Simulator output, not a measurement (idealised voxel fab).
Process module heading - voxel transistor to metal
Cross-sectional view cut (width: 270 nm; square cell size: 5 nm).
In this document a cross-section is written as a grid of square cells. It is given as a series of bands, listed from the top down, and a band is one or more rows of cells. Within each band entry, the heights of the top and of the bottom of the band appear first, in that order and in nm; the materials of the band then follow from left to right, each with its corresponding width in nm. The designation "all across" on a single material indicates that it fills the band from edge to edge; the designation "empty" indicates empty space. All heights in this document are referenced to 0, defined as the level beneath which the wafer, as received, consists entirely of one material. The lowest band is not bounded below; it extends indefinitely downward and is written in the form "z 0 and below". Width spec "30->40" -> top row of cells at first value, bottom row at second value, equal per-row change in between. A step reported as "nothing changed" is a step in which no cell of the cross-section changed. "Cavities, closed": sealed empty spaces, 8 cells or more, no open way to top, listed width x height at distance, with distance from the left edge and width, height and distance in nm. That trailing text on a step's line, after the settings, is the simulator's own remark on the step. A step's line can hold "overlay nm"; with a mask on that step, the setting says how far right of the planned place the mask lay, while a negative setting says it lay to the left. If you're wondering how to read the rest of this, here's the deal. It's pairs of cross-sections: one from before a process step, one from after it. The after one is only drawn as far down as the lowest band that changed. Right under each pair you'll see which step sits between them and what its settings were. Don't read the pairs as one continuous story, though. They can come from different runs of this module on the same starting wafer, and a pair only carries on from the one above it where its entry headed "Pre-step snapshot" says so.
[Pre-step snapshot]
	z 60 to 40  25 of resist | 15 of empty | 60 of resist | 15 of empty | 40 of resist | 15 of empty | 60 of resist | 15 of empty | 25 of resist
	z 40 to 25  SiO2 all across
	z 25 to 5  45 of SiO2 | 10 of SiN | 5 of TiN | 5 of HfO2 | 10 of W | 5 of HfO2 | 5 of TiN | 10 of SiN | 80 of SiO2 | 10 of SiN | 5 of TiN | 5 of HfO2 | 10 of W | 5 of HfO2 | 5 of TiN | 10 of SiN | 45 of SiO2
	z 5 to 0  15 of SiO2 | 10 of SiN | 10 of SiO2 | 10 of pSi | 10 of SiN | 5 of TiN | 20 of HfO2 | 5 of TiN | 10 of SiN | 10 of pSi | 10 of SiO2 | 10 of SiN | 20 of SiO2 | 10 of SiN | 10 of SiO2 | 10 of pSi | 10 of SiN | 5 of TiN | 20 of HfO2 | 5 of TiN | 10 of SiN | 10 of pSi | 10 of SiO2 | 10 of SiN | 15 of SiO2
	z 0 to -5  35 of SiO2 | 10 of pSi | 5 of SiO2 | 40 of TiN | 5 of SiO2 | 10 of pSi | 60 of SiO2 | 10 of pSi | 5 of SiO2 | 40 of TiN | 5 of SiO2 | 10 of pSi | 35 of SiO2
	z -5 to -15  25 of SiO2 | 20 of pSi | 50 of Si | 20 of pSi | 40 of SiO2 | 20 of pSi | 50 of Si | 20 of pSi | 25 of SiO2
	z -15 to -30  25 of SiO2 | 90 of Si | 40 of SiO2 | 90 of Si | 25 of SiO2
	z -30 and below  Si all across
	Cavities, closed: none
[Sectional View, Post-Process]
	z 60 to 40  25 of resist | 15 of empty | 60 of resist | 15 of empty | 40 of resist | 15 of empty | 60 of resist | 15 of empty | 25 of resist
	z 40 to 25  25 of SiO2 | 15 of empty | 60 of SiO2 | 15 of empty | 40 of SiO2 | 15 of empty | 60 of SiO2 | 15 of empty | 25 of SiO2
	z 25 to 5  25 of SiO2 | 15 of empty | 5 of SiO2 | 10 of SiN | 5 of TiN | 5 of HfO2 | 10 of W | 5 of HfO2 | 5 of TiN | 10 of SiN | 5 of SiO2 | 15 of empty | 40 of SiO2 | 15 of empty | 5 of SiO2 | 10 of SiN | 5 of TiN | 5 of HfO2 | 10 of W | 5 of HfO2 | 5 of TiN | 10 of SiN | 5 of SiO2 | 15 of empty | 25 of SiO2
	z 5 to 0  15 of SiO2 | 10 of SiN | 10 of empty | 10 of pSi | 10 of SiN | 5 of TiN | 20 of HfO2 | 5 of TiN | 10 of SiN | 10 of pSi | 10 of empty | 10 of SiN | 20 of SiO2 | 10 of SiN | 10 of empty | 10 of pSi | 10 of SiN | 5 of TiN | 20 of HfO2 | 5 of TiN | 10 of SiN | 10 of pSi | 10 of empty | 10 of SiN | 15 of SiO2
	z 0 to -5  25 of SiO2 | 10 of empty | 10 of pSi | 5 of SiO2 | 40 of TiN | 5 of SiO2 | 10 of pSi | 10 of empty | 40 of SiO2 | 10 of empty | 10 of pSi | 5 of SiO2 | 40 of TiN | 5 of SiO2 | 10 of pSi | 10 of empty | 25 of SiO2
	Below -5 it's all the same as before, nothing changed down there.
	Cavities, closed: none
Which step turns the before cross-section above into the after cross-section? DIRECTIONAL_ETCH (etch materials SiO2; depth nm 45)
Pre-step snapshot: as shown after the step in the preceding pair, directly above.
[Sectional View, Post-Process]
	z 40 to 25  25 of SiO2 | 15 of empty | 60 of SiO2 | 15 of empty | 40 of SiO2 | 15 of empty | 60 of SiO2 | 15 of empty | 25 of SiO2
	Below 25 it's all the same as before, nothing changed down there.
	Cavities, closed: none
Which step turns the before cross-section above into the after cross-section? STRIP (etch materials resist)
Pre-step snapshot: as shown after the step in the preceding pair, directly above.
[Sectional View, Post-Process]
	z 45 to 40  30 of TiN | 5 of empty | 70 of TiN | 5 of empty | 50 of TiN | 5 of empty | 70 of TiN | 5 of empty | 30 of TiN
	z 40 to 25  25 of SiO2 | 5 of TiN | 5 of empty | 5 of TiN | 60 of SiO2 | 5 of TiN | 5 of empty | 5 of TiN | 40 of SiO2 | 5 of TiN | 5 of empty | 5 of TiN | 60 of SiO2 | 5 of TiN | 5 of empty | 5 of TiN | 25 of SiO2
	z 25 to 10  25 of SiO2 | 5 of TiN | 5 of empty | 5 of TiN | 5 of SiO2 | 10 of SiN | 5 of TiN | 5 of HfO2 | 10 of W | 5 of HfO2 | 5 of TiN | 10 of SiN | 5 of SiO2 | 5 of TiN | 5 of empty | 5 of TiN | 40 of SiO2 | 5 of TiN | 5 of empty | 5 of TiN | 5 of SiO2 | 10 of SiN | 5 of TiN | 5 of HfO2 | 10 of W | 5 of HfO2 | 5 of TiN | 10 of SiN | 5 of SiO2 | 5 of TiN | 5 of empty | 5 of TiN | 25 of SiO2
	z 10 to 5  25 of SiO2 | 15 of TiN | 5 of SiO2 | 10 of SiN | 5 of TiN | 5 of HfO2 | 10 of W | 5 of HfO2 | 5 of TiN | 10 of SiN | 5 of SiO2 | 15 of TiN | 40 of SiO2 | 15 of TiN | 5 of SiO2 | 10 of SiN | 5 of TiN | 5 of HfO2 | 10 of W | 5 of HfO2 | 5 of TiN | 10 of SiN | 5 of SiO2 | 15 of TiN | 25 of SiO2
	z 5 to 0  15 of SiO2 | 10 of SiN | 10 of TiN | 10 of pSi | 10 of SiN | 5 of TiN | 20 of HfO2 | 5 of TiN | 10 of SiN | 10 of pSi | 10 of TiN | 10 of SiN | 20 of SiO2 | 10 of SiN | 10 of TiN | 10 of pSi | 10 of SiN | 5 of TiN | 20 of HfO2 | 5 of TiN | 10 of SiN | 10 of pSi | 10 of TiN | 10 of SiN | 15 of SiO2
	z 0 to -5  25 of SiO2 | 10 of TiN | 10 of pSi | 5 of SiO2 | 40 of TiN | 5 of SiO2 | 10 of pSi | 10 of TiN | 40 of SiO2 | 10 of TiN | 10 of pSi | 5 of SiO2 | 40 of TiN | 5 of SiO2 | 10 of pSi | 10 of TiN | 25 of SiO2
	Below -5 it's all the same as before, nothing changed down there.
	Cavities, closed: none
Which step turns the before cross-section above into the after cross-section? CONFORMAL_DEP (material TiN; thk nm 5)
Pre-step snapshot: as shown after the step in the preceding pair, directly above.
[Sectional View, Post-Process]
	z 50 to 45  Ru all across
	z 45 to 40  30 of TiN | 5 of Ru | 70 of TiN | 5 of Ru | 50 of TiN | 5 of Ru | 70 of TiN | 5 of Ru | 30 of TiN
	z 40 to 25  25 of SiO2 | 5 of TiN | 5 of Ru | 5 of TiN | 60 of SiO2 | 5 of TiN | 5 of Ru | 5 of TiN | 40 of SiO2 | 5 of TiN | 5 of Ru | 5 of TiN | 60 of SiO2 | 5 of TiN | 5 of Ru | 5 of TiN | 25 of SiO2
	z 25 to 10  25 of SiO2 | 5 of TiN | 5 of Ru | 5 of TiN | 5 of SiO2 | 10 of SiN | 5 of TiN | 5 of HfO2 | 10 of W | 5 of HfO2 | 5 of TiN | 10 of SiN | 5 of SiO2 | 5 of TiN | 5 of Ru | 5 of TiN | 40 of SiO2 | 5 of TiN | 5 of Ru | 5 of TiN | 5 of SiO2 | 10 of SiN | 5 of TiN | 5 of HfO2 | 10 of W | 5 of HfO2 | 5 of TiN | 10 of SiN | 5 of SiO2 | 5 of TiN | 5 of Ru | 5 of TiN | 25 of SiO2
	Below 10 it's all the same as before, nothing changed down there.
	Cavities, closed: none
Which step turns the before cross-section above into the after cross-section? FILL_DEP (material Ru; thk nm 5)
Pre-step snapshot: as shown after the step in the preceding pair, directly above.
[Sectional View, Post-Process]
	z 40 to 25  25 of SiO2 | 5 of TiN | 5 of Ru | 5 of TiN | 60 of SiO2 | 5 of TiN | 5 of Ru | 5 of TiN | 40 of SiO2 | 5 of TiN | 5 of Ru | 5 of TiN | 60 of SiO2 | 5 of TiN | 5 of Ru | 5 of TiN | 25 of SiO2
	Below 25 it's all the same as before, nothing changed down there.
	Cavities, closed: none
Which step turns the before cross-section above into the after cross-section? CMP (height nm 40)
Pre-step snapshot: as shown after the step in the preceding pair, directly above.
[Sectional View, Post-Process]
	z 45 to 40  SiCN all across
	Below 40 it's all the same as before, nothing changed down there.
	Cavities, closed: none
Which step turns the before cross-section above into the after cross-section? CONFORMAL_DEP (material SiCN; thk nm 5)
Pre-step snapshot: as shown after the step in the preceding pair, directly above.
[Sectional View, Post-Process]
	z 60 to 45  lowk all across
	Below 45 it's all the same as before, nothing changed down there.
	Cavities, closed: none
Which step turns the before cross-section above into the after cross-section? DIRECTIONAL_DEP (material lowk; thk nm 15)
Pre-step snapshot: as shown after the step in the preceding pair, directly above.
[Sectional View, Post-Process]
	z 60 to 45  25 of lowk | 15 of empty | 60 of lowk | 15 of empty | 40 of lowk | 15 of empty | 60 of lowk | 15 of empty | 25 of lowk
	Below 45 it's all the same as before, nothing changed down there.
	Cavities, closed: none
Which step turns the before cross-section above into the after cross-section? MASKED_ETCH (tone open; mask id METAL_1; width nm 15; etch materials lowk; depth nm 15; overlay nm 0)
Pre-step snapshot: as shown after the step in the preceding pair, directly above.
[Sectional View, Post-Process]
	z 60 to 45  25 of lowk | 15 of empty | 60 of lowk | 15 of empty | 40 of lowk | 15 of empty | 60 of lowk | 15 of empty | 25 of lowk
	z 45 to 40  25 of SiCN | 15 of empty | 60 of SiCN | 15 of empty | 40 of SiCN | 15 of empty | 60 of SiCN | 15 of empty | 25 of SiCN
	Below 40 it's all the same as before, nothing changed down there.
	Cavities, closed: none
Which step turns the before cross-section above into the after cross-section? MASKED_ETCH (tone open; mask id METAL_1; width nm 15; etch materials SiCN; depth nm 5; overlay nm 0)
Pre-step snapshot: as shown after the step in the preceding pair, directly above.
[Sectional View, Post-Process]
	z 65 to 60  30 of TiN | 5 of empty | 70 of TiN | 5 of empty | 50 of TiN | 5 of empty | 70 of TiN | 5 of empty | 30 of TiN
	z 60 to 45  25 of lowk | 5 of TiN | 5 of empty | 5 of TiN | 60 of lowk | 5 of TiN | 5 of empty | 5 of TiN | 40 of lowk | 5 of TiN | 5 of empty | 5 of TiN | 60 of lowk | 5 of TiN | 5 of empty | 5 of TiN | 25 of lowk
	z 45 to 40  25 of SiCN | 15 of TiN | 60 of SiCN | 15 of TiN | 40 of SiCN | 15 of TiN | 60 of SiCN | 15 of TiN | 25 of SiCN
	Below 40 it's all the same as before, nothing changed down there.
	Cavities, closed: none
Which step turns the before cross-section above into the after cross-section? CONFORMAL_DEP (material TiN; thk nm 5)
Pre-step snapshot: as shown after the step in the preceding pair, directly above.
[Sectional View, Post-Process]
	z 70 to 65  Cu all across
	z 65 to 60  30 of TiN | 5 of Cu | 70 of TiN | 5 of Cu | 50 of TiN | 5 of Cu | 70 of TiN | 5 of Cu | 30 of TiN
	z 60 to 45  25 of lowk | 5 of TiN | 5 of Cu | 5 of TiN | 60 of lowk | 5 of TiN | 5 of Cu | 5 of TiN | 40 of lowk | 5 of TiN | 5 of Cu | 5 of TiN | 60 of lowk | 5 of TiN | 5 of Cu | 5 of TiN | 25 of lowk
	Below 45 it's all the same as before, nothing changed down there.
	Cavities, closed: none
Which step turns the before cross-section above into the after cross-section? FILL_DEP (material Cu; thk nm 5)
Pre-step snapshot: as shown after the step in the preceding pair, directly above.
[Sectional View, Post-Process]
	z 60 to 45  25 of lowk | 5 of TiN | 5 of Cu | 5 of TiN | 60 of lowk | 5 of TiN | 5 of Cu | 5 of TiN | 40 of lowk | 5 of TiN | 5 of Cu | 5 of TiN | 60 of lowk | 5 of TiN | 5 of Cu | 5 of TiN | 25 of lowk
	Below 45 it's all the same as before, nothing changed down there.
	Cavities, closed: none
Which step turns the before cross-section above into the after cross-section? CMP (height nm 60)
Pre-step snapshot: as shown after the step in the preceding pair, directly above.
[Sectional View, Post-Process]
	z 65 to 60  SiCN all across
	Below 60 it's all the same as before, nothing changed down there.
	Cavities, closed: none
Which step turns the before cross-section above into the after cross-section? CONFORMAL_DEP (material SiCN; thk nm 5)
Pre-step snapshot: as shown after the step in the preceding pair, directly above.
[Sectional View, Post-Process]
	z 100 to 65  SiO2 all across
	Below 65 it's all the same as before, nothing changed down there.
	Cavities, closed: none
Which step turns the before cross-section above into the after cross-section? DIRECTIONAL_DEP (material SiO2; thk nm 35)
Pre-step snapshot: as shown after the step in the preceding pair, directly above.
[Sectional View, Post-Process]
	z 115 to 100  25 of resist | 15 of empty | 115 of resist | 15 of empty | 100 of resist
	Below 100 it's all the same as before, nothing changed down there.
	Cavities, closed: none
Which step turns the before cross-section above into the after cross-section? PATTERN (tone open; mask id METAL_2; material resist; width nm 15; pitch nm 130; thk nm 15; overlay nm 0)
Pre-step snapshot: as shown after the step in the preceding pair, directly above.
[Sectional View, Post-Process]
	z 115 to 100  25 of resist | 15 of empty | 115 of resist | 15 of empty | 100 of resist
	z 100 to 80  25 of SiO2 | 15 of empty | 115 of SiO2 | 15 of empty | 100 of SiO2
	Below 80 it's all the same as before, nothing changed down there.
	Cavities, closed: none
Which step turns the before cross-section above into the after cross-section? DIRECTIONAL_ETCH (etch materials SiO2; depth nm 20)
Pre-step snapshot: as shown after the step in the preceding pair, directly above.
[Sectional View, Post-Process]
	z 100 to 80  25 of SiO2 | 15 of empty | 115 of SiO2 | 15 of empty | 100 of SiO2
	Below 80 it's all the same as before, nothing changed down there.
	Cavities, closed: none
Which step turns the before cross-section above into the after cross-section? STRIP (etch materials resist)
Pre-step snapshot: as shown after the step in the preceding pair, directly above.
[Sectional View, Post-Process]
	z 110 to 100  25 of aC | 15 of empty | 115 of aC | 15 of empty | 100 of aC
	z 100 to 90  25 of SiO2 | 15 of empty | 115 of SiO2 | 15 of empty | 100 of SiO2
	z 90 to 80  25 of SiO2 | 15 of aC | 115 of SiO2 | 15 of aC | 100 of SiO2
	Below 80 it's all the same as before, nothing changed down there.
	Cavities, closed: none
Which step turns the before cross-section above into the after cross-section? DIRECTIONAL_DEP (material aC; thk nm 10)
Pre-step snapshot: as shown after the step in the preceding pair, directly above.
[Sectional View, Post-Process]
	z 140 to 110  25 of resist | 15 of empty | 115 of resist | 15 of empty | 100 of resist
	Below 110 it's all the same as before, nothing changed down there.
	Cavities, closed: none
Which step turns the before cross-section above into the after cross-section? PATTERN (tone open; mask id METAL_2_HOLES; material resist; width nm 15; pitch nm 130; thk nm 30; overlay nm 0)
Pre-step snapshot: as shown after the step in the preceding pair, directly above.
[Sectional View, Post-Process]
	z 130 to 110  25 of resist | 15 of empty | 115 of resist | 15 of empty | 100 of resist
	z 110 to 100  25 of aC | 15 of empty | 115 of aC | 15 of empty | 100 of aC
	z 100 to 80  25 of SiO2 | 15 of empty | 115 of SiO2 | 15 of empty | 100 of SiO2
	Below 80 it's all the same as before, nothing changed down there.
	Cavities, closed: none
Which step turns the before cross-section above into the after cross-section? DIRECTIONAL_ETCH (etch materials aC; depth nm 10)
Pre-step snapshot: as shown after the step in the preceding pair, directly above.
[Sectional View, Post-Process]
	z 110 to 100  25 of aC | 15 of empty | 115 of aC | 15 of empty | 100 of aC
	Below 100 it's all the same as before, nothing changed down there.
	Cavities, closed: none
Which step turns the before cross-section above into the after cross-section? STRIP (etch materials resist)
Pre-step snapshot: as shown after the step in the preceding pair, directly above.
[Sectional View, Post-Process]
	z 110 to 100  25 of aC | 15 of empty | 115 of aC | 15 of empty | 100 of aC
	z 100 to 65  25 of SiO2 | 15 of empty | 115 of SiO2 | 15 of empty | 100 of SiO2
	Below 65 it's all the same as before, nothing changed down there.
	Cavities, closed: none
Which step turns the before cross-section above into the after cross-section? DIRECTIONAL_ETCH (etch materials SiO2; depth nm 15)
Pre-step snapshot: as shown after the step in the preceding pair, directly above.
[Sectional View, Post-Process]
	z 110 to 100  25 of aC | 15 of empty | 115 of aC | 15 of empty | 100 of aC
	z 100 to 65  25 of SiO2 | 15 of empty | 115 of SiO2 | 15 of empty | 100 of SiO2
	z 65 to 60  25 of SiCN | 15 of empty | 115 of SiCN | 15 of empty | 100 of SiCN
	Below 60 it's all the same as before, nothing changed down there.
	Cavities, closed: none
Which step turns the before cross-section above into the after cross-section? DIRECTIONAL_ETCH (etch materials SiCN; depth nm 5)
Pre-step snapshot: as shown after the step in the preceding pair, directly above.
[Sectional View, Post-Process]
	z 100 to 65  25 of SiO2 | 15 of empty | 115 of SiO2 | 15 of empty | 100 of SiO2
	Below 65 it's all the same as before, nothing changed down there.
	Cavities, closed: none
Which step turns the before cross-section above into the after cross-section? STRIP (etch materials aC)
Pre-step snapshot: as shown after the step in the preceding pair, directly above.
[Sectional View, Post-Process]
	z 105 to 100  30 of TiN | 5 of empty | 125 of TiN | 5 of empty | 105 of TiN
	z 100 to 65  25 of SiO2 | 5 of TiN | 5 of empty | 5 of TiN | 115 of SiO2 | 5 of TiN | 5 of empty | 5 of TiN | 100 of SiO2
	z 65 to 60  25 of SiCN | 15 of TiN | 115 of SiCN | 15 of TiN | 100 of SiCN
	Below 60 it's all the same as before, nothing changed down there.
	Cavities, closed: none
Which step turns the before cross-section above into the after cross-section? CONFORMAL_DEP (material TiN; thk nm 5)
Pre-step snapshot: as shown after the step in the preceding pair, directly above.
[Sectional View, Post-Process]
	z 110 to 105  Ru all across
	z 105 to 100  30 of TiN | 5 of Ru | 125 of TiN | 5 of Ru | 105 of TiN
	z 100 to 65  25 of SiO2 | 5 of TiN | 5 of Ru | 5 of TiN | 115 of SiO2 | 5 of TiN | 5 of Ru | 5 of TiN | 100 of SiO2
	Below 65 it's all the same as before, nothing changed down there.
	Cavities, closed: none
Which step turns the before cross-section above into the after cross-section? FILL_DEP (material Ru; thk nm 5)
Pre-step snapshot: as shown after the step in the preceding pair, directly above.
[Sectional View, Post-Process]
	z 100 to 65  25 of SiO2 | 5 of TiN | 5 of Ru | 5 of TiN | 115 of SiO2 | 5 of TiN | 5 of Ru | 5 of TiN | 100 of SiO2
	Below 65 it's all the same as before, nothing changed down there.
	Cavities, closed: none
Which step turns the before cross-section above into the after cross-section? CMP (height nm 100)
Pre-step snapshot: as shown after the step in the preceding pair, directly above.
[Sectional View, Post-Process]
	z 105 to 100  SiN all across
	Below 100 it's all the same as before, nothing changed down there.
	Cavities, closed: none
Which step turns the before cross-section above into the after cross-section? CONFORMAL_DEP (material SiN; thk nm 5)
[Pre-step snapshot]
	z 50 to 45  Ru all across
	z 45 to 40  30 of TiN | 5 of Ru | 70 of TiN | 5 of Ru | 50 of TiN | 5 of Ru | 70 of TiN | 5 of Ru | 30 of TiN
	z 40 to 25  25 of SiO2 | 5 of TiN | 5 of Ru | 5 of TiN | 60 of SiO2 | 5 of TiN | 5 of Ru | 5 of TiN | 40 of SiO2 | 5 of TiN | 5 of Ru | 5 of TiN | 60 of SiO2 | 5 of TiN | 5 of Ru | 5 of TiN | 25 of SiO2
	z 25 to 10  25 of SiO2 | 5 of TiN | 5 of Ru | 5 of TiN | 5 of SiO2 | 10 of SiN | 5 of HfO2 | 5 of TiN | 10 of W | 5 of TiN | 5 of HfO2 | 10 of SiN | 5 of SiO2 | 5 of TiN | 5 of Ru | 5 of TiN | 40 of SiO2 | 5 of TiN | 5 of Ru | 5 of TiN | 5 of SiO2 | 10 of SiN | 5 of HfO2 | 5 of TiN | 10 of W | 5 of TiN | 5 of HfO2 | 10 of SiN | 5 of SiO2 | 5 of TiN | 5 of Ru | 5 of TiN | 25 of SiO2
	z 10 to 5  25 of SiO2 | 15 of TiN | 5 of SiO2 | 10 of SiN | 5 of HfO2 | 5 of TiN | 10 of W | 5 of TiN | 5 of HfO2 | 10 of SiN | 5 of SiO2 | 15 of TiN | 40 of SiO2 | 15 of TiN | 5 of SiO2 | 10 of SiN | 5 of HfO2 | 5 of TiN | 10 of W | 5 of TiN | 5 of HfO2 | 10 of SiN | 5 of SiO2 | 15 of TiN | 25 of SiO2
	z 5 to 0  15 of SiO2 | 10 of SiN | 10 of TiN | 10 of pSi | 10 of SiN | 5 of HfO2 | 20 of TiN | 5 of HfO2 | 10 of SiN | 10 of pSi | 10 of TiN | 10 of SiN | 20 of SiO2 | 10 of SiN | 10 of TiN | 10 of pSi | 10 of SiN | 5 of HfO2 | 20 of TiN | 5 of HfO2 | 10 of SiN | 10 of pSi | 10 of TiN | 10 of SiN | 15 of SiO2
	z 0 to -5  25 of SiO2 | 10 of TiN | 10 of pSi | 5 of SiO2 | 40 of HfO2 | 5 of SiO2 | 10 of pSi | 10 of TiN | 40 of SiO2 | 10 of TiN | 10 of pSi | 5 of SiO2 | 40 of HfO2 | 5 of SiO2 | 10 of pSi | 10 of TiN | 25 of SiO2
	z -5 to -15  25 of SiO2 | 20 of pSi | 50 of Si | 20 of pSi | 40 of SiO2 | 20 of pSi | 50 of Si | 20 of pSi | 25 of SiO2
	z -15 to -30  25 of SiO2 | 90 of Si | 40 of SiO2 | 90 of Si | 25 of SiO2
	z -30 and below  Si all across
	Cavities, closed: none
[Sectional View, Post-Process]
	z 35 to 25  25 of SiO2 | 5 of TiN | 5 of Ru | 5 of TiN | 60 of SiO2 | 5 of TiN | 5 of Ru | 5 of TiN | 40 of SiO2 | 5 of TiN | 5 of Ru | 5 of TiN | 60 of SiO2 | 5 of TiN | 5 of Ru | 5 of TiN | 25 of SiO2
	Below 25 it's all the same as before, nothing changed down there.
	Cavities, closed: none
Which step turns the before cross-section above into the after cross-section? CMP (height nm 35)
Pre-step snapshot: as shown after the step in the preceding pair, directly above.
[Sectional View, Post-Process]
	z 40 to 35  SiCN all across
	Below 35 it's all the same as before, nothing changed down there.
	Cavities, closed: none
Which step turns the before cross-section above into the after cross-section? CONFORMAL_DEP (material SiCN; thk nm 5)
Pre-step snapshot: as shown after the step in the preceding pair, directly above.
[Sectional View, Post-Process]
	z 55 to 40  lowk all across
	Below 40 it's all the same as before, nothing changed down there.
	Cavities, closed: none
Which step turns the before cross-section above into the after cross-section? DIRECTIONAL_DEP (material lowk; thk nm 15)
Pre-step snapshot: as shown after the step in the preceding pair, directly above.
[Sectional View, Post-Process]
	z 55 to 40  25 of lowk | 15 of empty | 60 of lowk | 15 of empty | 40 of lowk | 15 of empty | 60 of lowk | 15 of empty | 25 of lowk
	Below 40 it's all the same as before, nothing changed down there.
	Cavities, closed: none
Which step turns the before cross-section above into the after cross-section? MASKED_ETCH (tone open; mask id METAL_1; width nm 15; etch materials lowk; depth nm 15; overlay nm 0)
Pre-step snapshot: as shown after the step in the preceding pair, directly above.
[Sectional View, Post-Process]
	z 55 to 40  25 of lowk | 15 of empty | 60 of lowk | 15 of empty | 40 of lowk | 15 of empty | 60 of lowk | 15 of empty | 25 of lowk
	z 40 to 35  25 of SiCN | 15 of empty | 60 of SiCN | 15 of empty | 40 of SiCN | 15 of empty | 60 of SiCN | 15 of empty | 25 of SiCN
	Below 35 it's all the same as before, nothing changed down there.
	Cavities, closed: none
Which step turns the before cross-section above into the after cross-section? MASKED_ETCH (tone open; mask id METAL_1; width nm 15; etch materials SiCN; depth nm 5; overlay nm 0)
Pre-step snapshot: as shown after the step in the preceding pair, directly above.
[Sectional View, Post-Process]
	z 60 to 55  30 of TiN | 5 of empty | 70 of TiN | 5 of empty | 50 of TiN | 5 of empty | 70 of TiN | 5 of empty | 30 of TiN
	z 55 to 40  25 of lowk | 5 of TiN | 5 of empty | 5 of TiN | 60 of lowk | 5 of TiN | 5 of empty | 5 of TiN | 40 of lowk | 5 of TiN | 5 of empty | 5 of TiN | 60 of lowk | 5 of TiN | 5 of empty | 5 of TiN | 25 of lowk
	z 40 to 35  25 of SiCN | 15 of TiN | 60 of SiCN | 15 of TiN | 40 of SiCN | 15 of TiN | 60 of SiCN | 15 of TiN | 25 of SiCN
	Below 35 it's all the same as before, nothing changed down there.
	Cavities, closed: none
Which step turns the before cross-section above into the after cross-section? CONFORMAL_DEP (material TiN; thk nm 5)
Pre-step snapshot: as shown after the step in the preceding pair, directly above.
[Sectional View, Post-Process]
	z 65 to 60  Cu all across
	z 60 to 55  30 of TiN | 5 of Cu | 70 of TiN | 5 of Cu | 50 of TiN | 5 of Cu | 70 of TiN | 5 of Cu | 30 of TiN
	z 55 to 40  25 of lowk | 5 of TiN | 5 of Cu | 5 of TiN | 60 of lowk | 5 of TiN | 5 of Cu | 5 of TiN | 40 of lowk | 5 of TiN | 5 of Cu | 5 of TiN | 60 of lowk | 5 of TiN | 5 of Cu | 5 of TiN | 25 of lowk
	Below 40 it's all the same as before, nothing changed down there.
	Cavities, closed: none
Which step turns the before cross-section above into the after cross-section? FILL_DEP (material Cu; thk nm 5)
Pre-step snapshot: as shown after the step in the preceding pair, directly above.
[Sectional View, Post-Process]
	z 60 to 55  30 of TiN | 5 of Cu | 70 of TiN | 5 of Cu | 50 of TiN | 5 of Cu | 70 of TiN | 5 of Cu | 30 of TiN
	Below 55 it's all the same as before, nothing changed down there.
	Cavities, closed: none
Which step turns the before cross-section above into the after cross-section? CMP (height nm 60)
Pre-step snapshot: as shown after the step in the preceding pair, directly above.
[Sectional View, Post-Process]
	z 65 to 60  SiCN all across
	Below 60 it's all the same as before, nothing changed down there.
	Cavities, closed: none
Which step turns the before cross-section above into the after cross-section? CONFORMAL_DEP (material SiCN; thk nm 5)
Pre-step snapshot: as shown after the step in the preceding pair, directly above.
[Sectional View, Post-Process]
	z 100 to 65  SiO2 all across
	Below 65 it's all the same as before, nothing changed down there.
	Cavities, closed: none
Which step turns the before cross-section above into the after cross-section? DIRECTIONAL_DEP (material SiO2; thk nm 35)
Pre-step snapshot: as shown after the step in the preceding pair, directly above.
[Sectional View, Post-Process]
	z 115 to 100  25 of resist | 15 of empty | 115 of resist | 15 of empty | 100 of resist
	Below 100 it's all the same as before, nothing changed down there.
	Cavities, closed: none
Which step turns the before cross-section above into the after cross-section? PATTERN (tone open; mask id METAL_2; material resist; width nm 15; pitch nm 130; thk nm 15; overlay nm 0)
Pre-step snapshot: as shown after the step in the preceding pair, directly above.
[Sectional View, Post-Process]
	z 115 to 100  25 of resist | 15 of empty | 115 of resist | 15 of empty | 100 of resist
	z 100 to 80  25 of SiO2 | 15 of empty | 115 of SiO2 | 15 of empty | 100 of SiO2
	Below 80 it's all the same as before, nothing changed down there.
	Cavities, closed: none
Which step turns the before cross-section above into the after cross-section? DIRECTIONAL_ETCH (etch materials SiO2; depth nm 20)
Pre-step snapshot: as shown after the step in the preceding pair, directly above.
[Sectional View, Post-Process]
	z 100 to 80  25 of SiO2 | 15 of empty | 115 of SiO2 | 15 of empty | 100 of SiO2
	Below 80 it's all the same as before, nothing changed down there.
	Cavities, closed: none
Which step turns the before cross-section above into the after cross-section? STRIP (etch materials resist)
Pre-step snapshot: as shown after the step in the preceding pair, directly above.
[Sectional View, Post-Process]
	z 110 to 100  25 of aC | 15 of empty | 115 of aC | 15 of empty | 100 of aC
	z 100 to 90  25 of SiO2 | 15 of empty | 115 of SiO2 | 15 of empty | 100 of SiO2
	z 90 to 80  25 of SiO2 | 15 of aC | 115 of SiO2 | 15 of aC | 100 of SiO2
	Below 80 it's all the same as before, nothing changed down there.
	Cavities, closed: none
Which step turns the before cross-section above into the after cross-section? DIRECTIONAL_DEP (material aC; thk nm 10)
Pre-step snapshot: as shown after the step in the preceding pair, directly above.
[Sectional View, Post-Process]
	z 140 to 110  25 of resist | 15 of empty | 115 of resist | 15 of empty | 100 of resist
	Below 110 it's all the same as before, nothing changed down there.
	Cavities, closed: none
Which step turns the before cross-section above into the after cross-section? PATTERN (tone open; mask id METAL_2_HOLES; material resist; width nm 15; pitch nm 130; thk nm 30; overlay nm 0)
Pre-step snapshot: as shown after the step in the preceding pair, directly above.
[Sectional View, Post-Process]
	z 130 to 110  25 of resist | 15 of empty | 115 of resist | 15 of empty | 100 of resist
	z 110 to 100  25 of aC | 15 of empty | 115 of aC | 15 of empty | 100 of aC
	z 100 to 80  25 of SiO2 | 15 of empty | 115 of SiO2 | 15 of empty | 100 of SiO2
	Below 80 it's all the same as before, nothing changed down there.
	Cavities, closed: none
Which step turns the before cross-section above into the after cross-section? DIRECTIONAL_ETCH (etch materials aC; depth nm 10)
Pre-step snapshot: as shown after the step in the preceding pair, directly above.
[Sectional View, Post-Process]
	z 110 to 100  25 of aC | 15 of empty | 115 of aC | 15 of empty | 100 of aC
	Below 100 it's all the same as before, nothing changed down there.
	Cavities, closed: none
Which step turns the before cross-section above into the after cross-section? STRIP (etch materials resist)
Pre-step snapshot: as shown after the step in the preceding pair, directly above.
[Sectional View, Post-Process]
	z 110 to 100  25 of aC | 15 of empty | 115 of aC | 15 of empty | 100 of aC
	z 100 to 65  25 of SiO2 | 15 of empty | 115 of SiO2 | 15 of empty | 100 of SiO2
	Below 65 it's all the same as before, nothing changed down there.
	Cavities, closed: none
Which step turns the before cross-section above into the after cross-section? DIRECTIONAL_ETCH (etch materials SiO2; depth nm 15)
Pre-step snapshot: as shown after the step in the preceding pair, directly above.
[Sectional View, Post-Process]
	z 110 to 100  25 of aC | 15 of empty | 115 of aC | 15 of empty | 100 of aC
	z 100 to 65  25 of SiO2 | 15 of empty | 115 of SiO2 | 15 of empty | 100 of SiO2
	z 65 to 60  25 of SiCN | 15 of empty | 115 of SiCN | 15 of empty | 100 of SiCN
	Below 60 it's all the same as before, nothing changed down there.
	Cavities, closed: none
Which step turns the before cross-section above into the after cross-section? DIRECTIONAL_ETCH (etch materials SiCN; depth nm 5)
